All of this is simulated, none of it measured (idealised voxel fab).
Presented below is a process module, voxel self aligned vias.
The figure presents cross-section cut, which has a width of 190 nm and is divided into square cells with an edge length of 5 nm.
Cross-section = grid of square cells, listed top down in bands; band = one or more rows.
Basically the band line says how high the top is and how high the bottom is, in nm, and then what's in it from left to right, every material with its width in nm. Empty space shows up as "empty", and if a single material carries "throughout" it runs the full band edge to edge.
For the purposes of this specification, 0 denotes the height below which the wafer in its as-received condition is composed wholly of one material, and the lowermost band, lacking a lower limit, extends downward without end, as expressed in "0 nm and below".
A width such as "30->40" changes by the same amount from each row of cells to the next, from the band's top row to its bottom row.
No cell of the cross-section changed in a step that is given as "remained unchanged".
The label "Sealed internal cavities" introduces a list of the empty spaces, 8 cells or larger, that have no open way up to the top; each entry in it reads width x height at distance, where the distance is taken from the left edge and all three are stated in nm.
Note: text after step settings on the step line = simulator remark on that step.
For masked steps, "overlay nm" on the step line gives how far right of plan the mask actually lay; a minus sign means it lay to the left.

## This section lists the process steps that were planned
1,RECEIVE, material Si
2,CONFORMAL_DEP, material SiO2, thk nm 10
3,CONFORMAL_DEP, material SiCN, thk nm 5
4,DIRECTIONAL_DEP, material lowk, thk nm 30
5,DIRECTIONAL_DEP, material aC, thk nm 10
6,PATTERN, tone open, mask id LINES, material resist, width nm 30, pitch nm 80, thk nm 25, overlay nm 0
7,DIRECTIONAL_ETCH, etch materials aC, depth nm 10
8,STRIP, etch materials resist
9,DIRECTIONAL_ETCH, etch materials lowk, depth nm 30
10,STRIP, etch materials aC
11,CONFORMAL_DEP, material TiN, thk nm 5
12,FILL_DEP, material Ru, thk nm 5
13,CMP, height nm 45
14,SELECTIVE_ETCH, etch materials W Ru TiN, depth nm 10
15,FILL_DEP, material SiN, thk nm 5
16,CMP, height nm 45
17,DIRECTIONAL_DEP, material lowk, thk nm 20
18,DIRECTIONAL_DEP, material aC, thk nm 10
19,PATTERN, tone open, mask id VIAS, material resist, width nm 50, pitch nm 80, thk nm 25, overlay nm 0
20,DIRECTIONAL_ETCH, etch materials aC, depth nm 10
21,STRIP, etch materials resist
22,DIRECTIONAL_ETCH, etch materials lowk, depth nm 20
23,DIRECTIONAL_ETCH, etch materials SiN, depth nm 10
24,STRIP, etch materials aC
25,CONFORMAL_DEP, material TiN, thk nm 5
26,FILL_DEP, material W, thk nm 5
27,CMP, height nm 65
28,CONFORMAL_DEP, material SiCN, thk nm 5

## First wafer of two (run as planned)

## Cross-section, incoming material, after step 1
  0 nm and below | Si throughout
  Sealed internal cavities: none

## Cross-section: wafer state after step 2
  10 nm to 0 nm | SiO2 throughout
  For the remainder of the cross-section, below 0, there is no change.

## Cross-section: wafer state after step 3
  15 nm to 10 nm | SiCN throughout
  For the remainder of the cross-section, below 10, there is no change.

## Cross-section: wafer state after step 4
  45 nm to 15 nm | lowk throughout
  For the remainder of the cross-section, below 15, there is no change.

## Cross-section: wafer state after step 5
  55 nm to 45 nm | aC throughout
  For the remainder of the cross-section, below 45, there is no change.

## Cross-section: wafer state after step 6
  80 nm to 55 nm | resist 40 nm | empty 30 nm | resist 50 nm | empty 30 nm | resist 40 nm
  For the remainder of the cross-section, below 55, there is no change.

## Cross-section: wafer state after step 7
  70 nm to 55 nm | resist 40 nm | empty 30 nm | resist 50 nm | empty 30 nm | resist 40 nm
  55 nm to 45 nm | aC 40 nm | empty 30 nm | aC 50 nm | empty 30 nm | aC 40 nm
  For the remainder of the cross-section, below 45, there is no change.

## Cross-section: wafer state after step 8
  55 nm to 45 nm | aC 40 nm | empty 30 nm | aC 50 nm | empty 30 nm | aC 40 nm
  For the remainder of the cross-section, below 45, there is no change.

## Cross-section: wafer state after step 9
  55 nm to 45 nm | aC 40 nm | empty 30 nm | aC 50 nm | empty 30 nm | aC 40 nm
  45 nm to 15 nm | lowk 40 nm | empty 30 nm | lowk 50 nm | empty 30 nm | lowk 40 nm
  For the remainder of the cross-section, below 15, there is no change.

## Cross-section: wafer state after step 10
  45 nm to 15 nm | lowk 40 nm | empty 30 nm | lowk 50 nm | empty 30 nm | lowk 40 nm
  For the remainder of the cross-section, below 15, there is no change.

## Cross-section: wafer state after step 11
  50 nm to 45 nm | TiN 45 nm | empty 20 nm | TiN 60 nm | empty 20 nm | TiN 45 nm
  45 nm to 20 nm | lowk 40 nm | TiN 5 nm | empty 20 nm | TiN 5 nm | lowk 50 nm | TiN 5 nm | empty 20 nm | TiN 5 nm | lowk 40 nm
  20 nm to 15 nm | lowk 40 nm | TiN 30 nm | lowk 50 nm | TiN 30 nm | lowk 40 nm
  For the remainder of the cross-section, below 15, there is no change.

## Cross-section: wafer state after step 12
  55 nm to 50 nm | Ru throughout
  50 nm to 45 nm | TiN 45 nm | Ru 20 nm | TiN 60 nm | Ru 20 nm | TiN 45 nm
  45 nm to 20 nm | lowk 40 nm | TiN 5 nm | Ru 20 nm | TiN 5 nm | lowk 50 nm | TiN 5 nm | Ru 20 nm | TiN 5 nm | lowk 40 nm
  For the remainder of the cross-section, below 20, there is no change.

## Cross-section: wafer state after step 13
  45 nm to 20 nm | lowk 40 nm | TiN 5 nm | Ru 20 nm | TiN 5 nm | lowk 50 nm | TiN 5 nm | Ru 20 nm | TiN 5 nm | lowk 40 nm
  For the remainder of the cross-section, below 20, there is no change.

## Cross-section: wafer state after step 14
  45 nm to 35 nm | lowk 40 nm | empty 30 nm | lowk 50 nm | empty 30 nm | lowk 40 nm
  For the remainder of the cross-section, below 35, there is no change.

## Cross-section: wafer state after step 15
  50 nm to 45 nm | SiN throughout
  45 nm to 35 nm | lowk 40 nm | SiN 30 nm | lowk 50 nm | SiN 30 nm | lowk 40 nm
  For the remainder of the cross-section, below 35, there is no change.

## Cross-section: wafer state after step 16
  45 nm to 35 nm | lowk 40 nm | SiN 30 nm | lowk 50 nm | SiN 30 nm | lowk 40 nm
  For the remainder of the cross-section, below 35, there is no change.

## Cross-section: wafer state after step 17
  65 nm to 45 nm | lowk throughout
  For the remainder of the cross-section, below 45, there is no change.

## Cross-section: wafer state after step 18
  75 nm to 65 nm | aC throughout
  For the remainder of the cross-section, below 65, there is no change.

## Cross-section: wafer state after step 19
  100 nm to 75 nm | resist 30 nm | empty 50 nm | resist 30 nm | empty 50 nm | resist 30 nm
  For the remainder of the cross-section, below 75, there is no change.

## Cross-section: wafer state after step 20
  90 nm to 75 nm | resist 30 nm | empty 50 nm | resist 30 nm | empty 50 nm | resist 30 nm
  75 nm to 65 nm | aC 30 nm | empty 50 nm | aC 30 nm | empty 50 nm | aC 30 nm
  For the remainder of the cross-section, below 65, there is no change.

## Cross-section: wafer state after step 21
  75 nm to 65 nm | aC 30 nm | empty 50 nm | aC 30 nm | empty 50 nm | aC 30 nm
  For the remainder of the cross-section, below 65, there is no change.

## Cross-section: wafer state after step 22
  75 nm to 65 nm | aC 30 nm | empty 50 nm | aC 30 nm | empty 50 nm | aC 30 nm
  65 nm to 45 nm | lowk 30 nm | empty 50 nm | lowk 30 nm | empty 50 nm | lowk 30 nm
  For the remainder of the cross-section, below 45, there is no change.

## Cross-section: wafer state after step 23
  75 nm to 65 nm | aC 30 nm | empty 50 nm | aC 30 nm | empty 50 nm | aC 30 nm
  65 nm to 45 nm | lowk 30 nm | empty 50 nm | lowk 30 nm | empty 50 nm | lowk 30 nm
  45 nm to 35 nm | lowk 40 nm | empty 30 nm | lowk 50 nm | empty 30 nm | lowk 40 nm
  For the remainder of the cross-section, below 35, there is no change.

## Cross-section: wafer state after step 24
  65 nm to 45 nm | lowk 30 nm | empty 50 nm | lowk 30 nm | empty 50 nm | lowk 30 nm
  For the remainder of the cross-section, below 45, there is no change.

## Cross-section: wafer state after step 25
  70 nm to 65 nm | TiN 35 nm | empty 40 nm | TiN 40 nm | empty 40 nm | TiN 35 nm
  65 nm to 50 nm | lowk 30 nm | TiN 5 nm | empty 40 nm | TiN 5 nm | lowk 30 nm | TiN 5 nm | empty 40 nm | TiN 5 nm | lowk 30 nm
  50 nm to 40 nm | lowk 30->40 nm | TiN 15->5 nm | empty 20 nm | TiN 15->5 nm | lowk 30->50 nm | TiN 15->5 nm | empty 20 nm | TiN 15->5 nm | lowk 30->40 nm
  40 nm to 35 nm | lowk 40 nm | TiN 30 nm | lowk 50 nm | TiN 30 nm | lowk 40 nm
  For the remainder of the cross-section, below 35, there is no change.

## Cross-section: wafer state after step 26
  75 nm to 70 nm | W throughout
  70 nm to 65 nm | TiN 35 nm | W 40 nm | TiN 40 nm | W 40 nm | TiN 35 nm
  65 nm to 50 nm | lowk 30 nm | TiN 5 nm | W 40 nm | TiN 5 nm | lowk 30 nm | TiN 5 nm | W 40 nm | TiN 5 nm | lowk 30 nm
  50 nm to 40 nm | lowk 30->40 nm | TiN 15->5 nm | W 20 nm | TiN 15->5 nm | lowk 30->50 nm | TiN 15->5 nm | W 20 nm | TiN 15->5 nm | lowk 30->40 nm
  For the remainder of the cross-section, below 40, there is no change.

## Cross-section: wafer state after step 27
  65 nm to 50 nm | lowk 30 nm | TiN 5 nm | W 40 nm | TiN 5 nm | lowk 30 nm | TiN 5 nm | W 40 nm | TiN 5 nm | lowk 30 nm
  For the remainder of the cross-section, below 50, there is no change.

## Cross-section: wafer state after step 28
  70 nm to 65 nm | SiCN throughout
  For the remainder of the cross-section, below 65, there is no change.

## Second of two: same start, same plan, one run error; steps up to and including 5 match the first

## Second wafer, sectioned view, at step 6's planned end time
  80 nm to 55 nm | resist 45 nm | empty 30 nm | resist 50 nm | empty 30 nm | resist 35 nm
  For the remainder of the cross-section, below 55, there is no change.

## Second wafer, sectioned view, at step 7's planned end time
  70 nm to 55 nm | resist 45 nm | empty 30 nm | resist 50 nm | empty 30 nm | resist 35 nm
  55 nm to 45 nm | aC 45 nm | empty 30 nm | aC 50 nm | empty 30 nm | aC 35 nm
  For the remainder of the cross-section, below 45, there is no change.

## Second wafer, sectioned view, at step 8's planned end time
  55 nm to 45 nm | aC 45 nm | empty 30 nm | aC 50 nm | empty 30 nm | aC 35 nm
  For the remainder of the cross-section, below 45, there is no change.

## Second wafer, sectioned view, at step 9's planned end time
  55 nm to 45 nm | aC 45 nm | empty 30 nm | aC 50 nm | empty 30 nm | aC 35 nm
  45 nm to 15 nm | lowk 45 nm | empty 30 nm | lowk 50 nm | empty 30 nm | lowk 35 nm
  For the remainder of the cross-section, below 15, there is no change.

## Second wafer, sectioned view, at step 10's planned end time
  45 nm to 15 nm | lowk 45 nm | empty 30 nm | lowk 50 nm | empty 30 nm | lowk 35 nm
  For the remainder of the cross-section, below 15, there is no change.

## Second wafer, sectioned view, at step 11's planned end time
  50 nm to 45 nm | TiN 50 nm | empty 20 nm | TiN 60 nm | empty 20 nm | TiN 40 nm
  45 nm to 20 nm | lowk 45 nm | TiN 5 nm | empty 20 nm | TiN 5 nm | lowk 50 nm | TiN 5 nm | empty 20 nm | TiN 5 nm | lowk 35 nm
  20 nm to 15 nm | lowk 45 nm | TiN 30 nm | lowk 50 nm | TiN 30 nm | lowk 35 nm
  For the remainder of the cross-section, below 15, there is no change.

## Second wafer, sectioned view, at step 12's planned end time
  55 nm to 50 nm | Ru throughout
  50 nm to 45 nm | TiN 50 nm | Ru 20 nm | TiN 60 nm | Ru 20 nm | TiN 40 nm
  45 nm to 20 nm | lowk 45 nm | TiN 5 nm | Ru 20 nm | TiN 5 nm | lowk 50 nm | TiN 5 nm | Ru 20 nm | TiN 5 nm | lowk 35 nm
  For the remainder of the cross-section, below 20, there is no change.

## Second wafer, sectioned view, at step 13's planned end time
  45 nm to 20 nm | lowk 45 nm | TiN 5 nm | Ru 20 nm | TiN 5 nm | lowk 50 nm | TiN 5 nm | Ru 20 nm | TiN 5 nm | lowk 35 nm
  For the remainder of the cross-section, below 20, there is no change.

## Second wafer, sectioned view, at step 14's planned end time
  45 nm to 35 nm | lowk 45 nm | empty 30 nm | lowk 50 nm | empty 30 nm | lowk 35 nm
  For the remainder of the cross-section, below 35, there is no change.

## Second wafer, sectioned view, at step 15's planned end time
  50 nm to 45 nm | SiN throughout
  45 nm to 35 nm | lowk 45 nm | SiN 30 nm | lowk 50 nm | SiN 30 nm | lowk 35 nm
  For the remainder of the cross-section, below 35, there is no change.

## Second wafer, sectioned view, at step 16's planned end time
  45 nm to 35 nm | lowk 45 nm | SiN 30 nm | lowk 50 nm | SiN 30 nm | lowk 35 nm
  For the remainder of the cross-section, below 35, there is no change.

## Second wafer, sectioned view, at step 17's planned end time
  65 nm to 45 nm | lowk throughout
  For the remainder of the cross-section, below 45, there is no change.

## Second wafer, sectioned view, at step 18's planned end time
  75 nm to 65 nm | aC throughout
  For the remainder of the cross-section, below 65, there is no change.

## Second wafer, sectioned view, at step 19's planned end time
  100 nm to 75 nm | resist 30 nm | empty 50 nm | resist 30 nm | empty 50 nm | resist 30 nm
  For the remainder of the cross-section, below 75, there is no change.

## Second wafer, sectioned view, at step 20's planned end time
  90 nm to 75 nm | resist 30 nm | empty 50 nm | resist 30 nm | empty 50 nm | resist 30 nm
  75 nm to 65 nm | aC 30 nm | empty 50 nm | aC 30 nm | empty 50 nm | aC 30 nm
  For the remainder of the cross-section, below 65, there is no change.

## Second wafer, sectioned view, at step 21's planned end time
  75 nm to 65 nm | aC 30 nm | empty 50 nm | aC 30 nm | empty 50 nm | aC 30 nm
  For the remainder of the cross-section, below 65, there is no change.

## Second wafer, sectioned view, at step 22's planned end time
  75 nm to 65 nm | aC 30 nm | empty 50 nm | aC 30 nm | empty 50 nm | aC 30 nm
  65 nm to 45 nm | lowk 30 nm | empty 50 nm | lowk 30 nm | empty 50 nm | lowk 30 nm
  For the remainder of the cross-section, below 45, there is no change.

## Second wafer, sectioned view, at step 23's planned end time
  75 nm to 65 nm | aC 30 nm | empty 50 nm | aC 30 nm | empty 50 nm | aC 30 nm
  65 nm to 45 nm | lowk 30 nm | empty 50 nm | lowk 30 nm | empty 50 nm | lowk 30 nm
  45 nm to 35 nm | lowk 45 nm | empty 30 nm | lowk 50 nm | empty 30 nm | lowk 35 nm
  For the remainder of the cross-section, below 35, there is no change.

## Second wafer, sectioned view, at step 24's planned end time
  65 nm to 45 nm | lowk 30 nm | empty 50 nm | lowk 30 nm | empty 50 nm | lowk 30 nm
  For the remainder of the cross-section, below 45, there is no change.

## Second wafer, sectioned view, at step 25's planned end time
  70 nm to 65 nm | TiN 35 nm | empty 40 nm | TiN 40 nm | empty 40 nm | TiN 35 nm
  65 nm to 50 nm | lowk 30 nm | TiN 5 nm | empty 40 nm | TiN 5 nm | lowk 30 nm | TiN 5 nm | empty 40 nm | TiN 5 nm | lowk 30 nm
  50 nm to 40 nm | lowk 30->45 nm | TiN 20->5 nm | empty 20 nm | TiN 10->5 nm | lowk 30->50 nm | TiN 20->5 nm | empty 20 nm | TiN 10->5 nm | lowk 30->35 nm
  40 nm to 35 nm | lowk 45 nm | TiN 30 nm | lowk 50 nm | TiN 30 nm | lowk 35 nm
  For the remainder of the cross-section, below 35, there is no change.

## Second wafer, sectioned view, at step 26's planned end time
  75 nm to 70 nm | W throughout
  70 nm to 65 nm | TiN 35 nm | W 40 nm | TiN 40 nm | W 40 nm | TiN 35 nm
  65 nm to 50 nm | lowk 30 nm | TiN 5 nm | W 40 nm | TiN 5 nm | lowk 30 nm | TiN 5 nm | W 40 nm | TiN 5 nm | lowk 30 nm
  50 nm to 40 nm | lowk 30->45 nm | TiN 20->5 nm | W 20 nm | TiN 10->5 nm | lowk 30->50 nm | TiN 20->5 nm | W 20 nm | TiN 10->5 nm | lowk 30->35 nm
  For the remainder of the cross-section, below 40, there is no change.

## Second wafer, sectioned view, at step 27's planned end time
  65 nm to 50 nm | lowk 30 nm | TiN 5 nm | W 40 nm | TiN 5 nm | lowk 30 nm | TiN 5 nm | W 40 nm | TiN 5 nm | lowk 30 nm
  For the remainder of the cross-section, below 50, there is no change.

## Second wafer, sectioned view, at step 28's planned end time
  70 nm to 65 nm | SiCN throughout
  For the remainder of the cross-section, below 65, there is no change.
what went wrong: step 6 was run on a setting that differed from the plan, and what really ran there is PATTERN, tone open, mask id LINES, material resist, width nm 30, pitch nm 80, thk nm 25, overlay nm 5
At the end, each material covers as many cells on the second wafer as it does on the first, though the cells it covers are elsewhere.
